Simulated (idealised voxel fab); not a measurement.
The document below concerns the process module designated voxel gate over fins.
The figure presents cross-section cut, which has a width of 260 nm and is divided into square cells with an edge length of 5 nm.
A cross-section is written here as square cells arranged in a grid, and it is given in bands from the top down, each band taking up one or more rows of cells.
Look at the band entry: it leads with the top's height and the bottom's height in nm. Then it lists the materials left to right, with a width in nm for each. The word "all across" on a single material says that material fills the band edge to edge. The word "empty" is empty space.
Heads up on the height convention: 0 is the point under which the incoming wafer is all one material, and the lowest band has no bottom, it just keeps going down, like "from 0 down".
Think of "30..40" as a width that walks from the first number to the second as you go down the band, top row to bottom row, taking equal-sized steps from row to row.
The cross-section has no changed cell in any step marked "same as before".
Basically, "Closed-off voids" tells you about the enclosed voids: empty spaces with no open way to the top, 8 cells or bigger, each written width x height at distance, where distance is from the left edge, all in nm.
On a step's line, text after the settings is the simulator commenting on that step.
For masked steps, "overlay nm" on the step line gives how far right of plan the mask actually lay; a minus sign means it lay to the left.
Process steps - plan
| 1 | RECEIVE, material Si |
| 2 | CONFORMAL_DEP, material SiN, thk nm 10 |
| 3 | MASKED_ETCH, tone cover, mask id FINS, width nm 15, pitch nm 45, etch materials SiN, depth nm 10, overlay nm 0 |
| 4 | MASKED_ETCH, tone cover, mask id FINS, width nm 15, pitch nm 45, etch materials Si, depth nm 35, overlay nm 0 |
| 5 | OXIDIZE, depth nm 5 |
| 6 | FILL_DEP, material SiO2, thk nm 15 |
| 7 | CMP, height nm 10 |
| 8 | SELECTIVE_ETCH, etch materials SiO2, depth nm 20 |
| 9 | STRIP, etch materials SiN |
| 10 | CONFORMAL_DEP, material HfO2, thk nm 5 |
| 11 | CONFORMAL_DEP, material TiN, thk nm 5 |
| 12 | CONFORMAL_DEP, material TiAl, thk nm 5 |
| 13 | CONFORMAL_DEP, material TiN, thk nm 5 |
| 14 | FILL_DEP, material W, thk nm 15 |
| 15 | CMP, height nm 30 |
| 16 | CONFORMAL_DEP, material SiN, thk nm 10 |
So this is the incoming wafer in cross-section - it's already been through step 1
    from 0 down: Si all across
    Closed-off voids: none
Look at the cross-section after the module: the wafer started out the way shown above and the plan was the one shown above, yet one mistake was made along the way
    from 40 to 30: SiN all across
    from 30 to 20: W all across
    from 20 to 15: W 60; TiN 135; W 65
    from 15 to 10: W 60; TiN 5; TiAl 35; TiN 10; TiAl 35; TiN 10; TiAl 35; TiN 5; W 65
    from 10 to 5: W 60; TiN 5; TiAl 5; TiN 25; TiAl 5; TiN 10; TiAl 5; TiN 25; TiAl 5; TiN 10; TiAl 5; TiN 25; TiAl 5; TiN 5; W 65
    from 5 to 0: W 60; TiN 5; TiAl 5; TiN 5; HfO2 15; TiN 5; TiAl 5; TiN 10; TiAl 5; TiN 5; HfO2 15; TiN 5; TiAl 5; TiN 10; TiAl 5; TiN 5; HfO2 15; TiN 5; TiAl 5; TiN 5; W 65
    from 0 to -10: W 60; TiN 5; TiAl 5; TiN 5; HfO2 5; Si 5; HfO2 5; TiN 5; TiAl 5; TiN 10; TiAl 5; TiN 5; HfO2 5; Si 5; HfO2 5; TiN 5; TiAl 5; TiN 10; TiAl 5; TiN 5; HfO2 5; Si 5; HfO2 5; TiN 5; TiAl 5; TiN 5; W 65
    from -10 to -15: TiN 65; TiAl 5; TiN 5; HfO2 5; Si 5; HfO2 5; TiN 5; TiAl 5; TiN 10; TiAl 5; TiN 5; HfO2 5; Si 5; HfO2 5; TiN 5; TiAl 5; TiN 10; TiAl 5; TiN 5; HfO2 5; Si 5; HfO2 5; TiN 5; TiAl 5; TiN 70
    from -15 to -20: TiAl 70; TiN 5; HfO2 5; Si 5; HfO2 5; TiN 5; TiAl 20; TiN 5; HfO2 5; Si 5; HfO2 5; TiN 5; TiAl 20; TiN 5; HfO2 5; Si 5; HfO2 5; TiN 5; TiAl 75
    from -20 to -25: TiN 75; HfO2 5; Si 5; HfO2 5; TiN 30; HfO2 5; Si 5; HfO2 5; TiN 30; HfO2 5; Si 5; HfO2 5; TiN 80
    from -25 to -30: HfO2 80; Si 5; HfO2 40; Si 5; HfO2 40; Si 5; HfO2 85
    from -30 to -40: SiO2 80; Si 5; SiO2 40; Si 5; SiO2 40; Si 5; SiO2 85
    from -40 down: Si all across
    Closed-off voids: none
Nonconformance to the process plan: twice over, step 8 of the plan was run
